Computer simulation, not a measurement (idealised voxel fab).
process module | voxel transistor to metal
cross-section cut | 150 nm wide | cells 5 nm
A cross-section is a grid of square cells, given in bands from the top down. A band is one or more rows of cells.
Each band's line starts with the height of the band's top and of its bottom, in nm. Then come its materials from left to right, each with its width in nm. One material with "throughout" fills the band from edge to edge. "air" is empty space.
Height 0 is the level under which the wafer as received is all one material. The lowest band goes on downwards, as in "0 down".
A width such as "30 to 40" changes by the same amount from each row of cells to the next, from the band's top row to its bottom row.
"no change" after a step means that no cell of the cross-section changed.
closed voids: empty space of 8 cells or more with no open way to the top, each as width x height at its distance from the left edge, in nm
after a step's settings: what the simulator itself notes on the step
overlay nm, on a step with a mask: how far to the right of its planned place the mask lay; to the left if negative
plan
1 op RECEIVE | material Si
2 op OXIDIZE | depth nm 5
3 op CONFORMAL_DEP | material SiN | thk nm 10
4 op MASKED_ETCH | tone cover | mask id ACTIVE | width nm 95 | etch materials SiN | depth nm 10 | overlay nm 0
5 op MASKED_ETCH | tone cover | mask id ACTIVE | width nm 95 | etch materials SiO2 | depth nm 5 | overlay nm 0
6 op MASKED_ETCH | tone cover | mask id ACTIVE | width nm 95 | etch materials Si | depth nm 25 | overlay nm 0
7 op FILL_DEP | material SiO2 | thk nm 15
8 op CMP | height nm 10
9 op SELECTIVE_ETCH | etch materials SiO2 | depth nm 10
10 op STRIP | etch materials SiN
11 op SELECTIVE_ETCH | etch materials SiO2 | depth nm 5
12 op OXIDIZE | depth nm 5
13 op DIRECTIONAL_DEP | material polySi | thk nm 25
14 op DIRECTIONAL_DEP | material SiCN | thk nm 15
15 op PATTERN | tone cover | mask id GATE | material resist | width nm 15 | thk nm 20 | overlay nm 0
16 op DIRECTIONAL_ETCH | etch materials SiCN | depth nm 25
17 op DIRECTIONAL_ETCH | etch materials polySi | depth nm 35
18 op STRIP | etch materials resist
19 op CONFORMAL_DEP | material SiO2 | thk nm 5
20 op DIRECTIONAL_ETCH | etch materials SiO2 | depth nm 5
21 op CONFORMAL_DEP | material SiN | thk nm 5
22 op DIRECTIONAL_ETCH | etch materials SiN | depth nm 5
23 op DIRECTIONAL_ETCH | etch materials SiO2 | depth nm 5
24 op DIRECTIONAL_ETCH | etch materials Si | depth nm 10
25 op EPI | material SiGe | thk nm 10
26 op FILL_DEP | material SiO2 | thk nm 10
27 op CMP | height nm 35
28 op DIRECTIONAL_DEP | material SiO2 | thk nm 10
29 op MASKED_ETCH | tone open | mask id CONTACT | width nm 25 | pitch nm 60 | etch materials SiO2 | depth nm 55 | overlay nm 0
30 op CONFORMAL_DEP | material TiN | thk nm 5
31 op FILL_DEP | material Ru | thk nm 5
32 op CMP | height nm 45
33 op DIRECTIONAL_DEP | material TiN | thk nm 5
34 op DIRECTIONAL_DEP | material Ru | thk nm 20
35 op PATTERN | tone cover | mask id METAL_1 | material resist | width nm 15 | pitch nm 70 | thk nm 20 | overlay nm 0
36 op DIRECTIONAL_ETCH | etch materials Ru | depth nm 20
37 op DIRECTIONAL_ETCH | etch materials TiN | depth nm 5
38 op STRIP | etch materials resist
39 op CONFORMAL_DEP | material SiN | thk nm 5
40 op FILL_DEP | material SiO2 | thk nm 5
41 op CMP | height nm 70
42 op CONFORMAL_DEP | material SiN | thk nm 5
varied across the wafers: width nm of step 15. The plan shows the first wafer's value. All wafers start alike
first wafer as received, after step 1
  0 down: Si throughout
  closed voids: none
first wafer at the end, after step 42
  75 to 70: SiN throughout
  70 to 50: SiO2 25 | SiN 5 | Ru 15 | SiN 5 | SiO2 45 | SiN 5 | Ru 15 | SiN 5 | SiO2 30
  50 to 45: SiN 30 | TiN 15 | SiN 55 | TiN 15 | SiN 35
  45 to 35: SiO2 30 | TiN 5 | Ru 15 | TiN 5 | SiO2 35 | TiN 5 | Ru 15 | TiN 5 | SiO2 35
  35 to 20: SiO2 30 | TiN 5 | Ru 15 | TiN 5 | SiN 5 | SiO2 5 | SiCN 15 | SiO2 5 | SiN 5 | TiN 5 | Ru 15 | TiN 5 | SiO2 35
  20 to 5: SiO2 30 | TiN 5 | Ru 15 | TiN 5 | SiN 5 | SiO2 5 | polySi 15 | SiO2 5 | SiN 5 | TiN 5 | Ru 15 | TiN 5 | SiO2 35
  5 to 0: SiO2 30 | TiN 5 | Ru 5 | TiN 15 | SiN 5 | SiO2 5 | polySi 15 | SiO2 5 | SiN 5 | TiN 15 | Ru 5 | TiN 5 | SiO2 35
  0 to -5: SiO2 30 | TiN 5 | Ru 5 | TiN 5 | SiGe 10 | SiN 5 | SiO2 5 | polySi 15 | SiO2 5 | SiN 5 | SiGe 10 | TiN 5 | Ru 5 | TiN 5 | SiO2 35
  -5 to -10: SiO2 30 | TiN 15 | SiGe 10 | SiO2 35 | SiGe 10 | TiN 15 | SiO2 35
  -10 to -20: SiO2 25 | SiGe 30 | Si 35 | SiGe 30 | SiO2 30
  -20 to -30: SiO2 25 | Si 95 | SiO2 30
  -30 down: Si throughout
  closed voids: none
last wafer at the end
  75 to 70: SiN throughout
  70 to 50: SiO2 25 | SiN 5 | Ru 15 | SiN 5 | SiO2 45 | SiN 5 | Ru 15 | SiN 5 | SiO2 30
  50 to 45: SiN 30 | TiN 15 | SiN 55 | TiN 15 | SiN 35
  45 to 40: SiO2 30 | TiN 5 | Ru 15 | TiN 5 | SiO2 35 | TiN 5 | Ru 15 | TiN 5 | SiO2 35
  40 to 35: SiO2 30 | TiN 5 | Ru 5 | TiN 15 | SiO2 35 | TiN 25 | SiO2 35
  35 to 20: SiO2 30 | TiN 5 | Ru 5 | TiN 5 | SiN 5 | TiN 5 | SiCN 40 | TiN 5 | SiN 5 | TiN 10 | SiO2 35
  20 to 5: SiO2 30 | TiN 5 | Ru 5 | TiN 5 | SiN 5 | TiN 5 | polySi 40 | TiN 5 | SiN 5 | TiN 10 | SiO2 35
  5 to 0: SiO2 30 | TiN 15 | SiN 5 | TiN 5 | polySi 40 | TiN 5 | SiN 5 | TiN 10 | SiO2 35
  0 to -5: SiO2 30 | TiN 5 | SiGe 10 | SiN 5 | TiN 5 | polySi 40 | TiN 5 | SiN 5 | SiGe 10 | SiO2 35
  -5 to -10: SiO2 30 | TiN 5 | SiGe 10 | SiO2 5 | TiN 5 | SiO2 40 | TiN 5 | SiO2 5 | SiGe 10 | SiO2 35
  -10 to -20: SiO2 25 | SiGe 20 | Si 60 | SiGe 15 | SiO2 30
  -20 to -30: SiO2 25 | Si 95 | SiO2 30
  -30 down: Si throughout
  closed voids: none
each wafer at the end: cells of each material gained (+) or lost (-) since it was received, then its closed voids
width nm 15 | +76 Ru | -128 Si | +9 SiCN | +32 SiGe | +86 SiN | +304 SiO2 | +56 TiN | +15 polySi | closed voids: none
width nm 20 | +67 Ru | -126 Si | +12 SiCN | +30 SiGe | +86 SiN | +305 SiO2 | +56 TiN | +20 polySi | closed voids: none
width nm 25 | +58 Ru | -124 Si | +15 SiCN | +28 SiGe | +86 SiN | +306 SiO2 | +56 TiN | +25 polySi | closed voids: none
width nm 30 | +51 Ru | -122 Si | +18 SiCN | +26 SiGe | +86 SiN | +298 SiO2 | +63 TiN | +30 polySi | closed voids: none
width nm 35 | +44 Ru | -120 Si | +21 SiCN | +24 SiGe | +86 SiN | +290 SiO2 | +70 TiN | +35 polySi | closed voids: none
width nm 40 | +37 Ru | -118 Si | +24 SiCN | +22 SiGe | +86 SiN | +291 SiO2 | +68 TiN | +40 polySi | closed voids: none
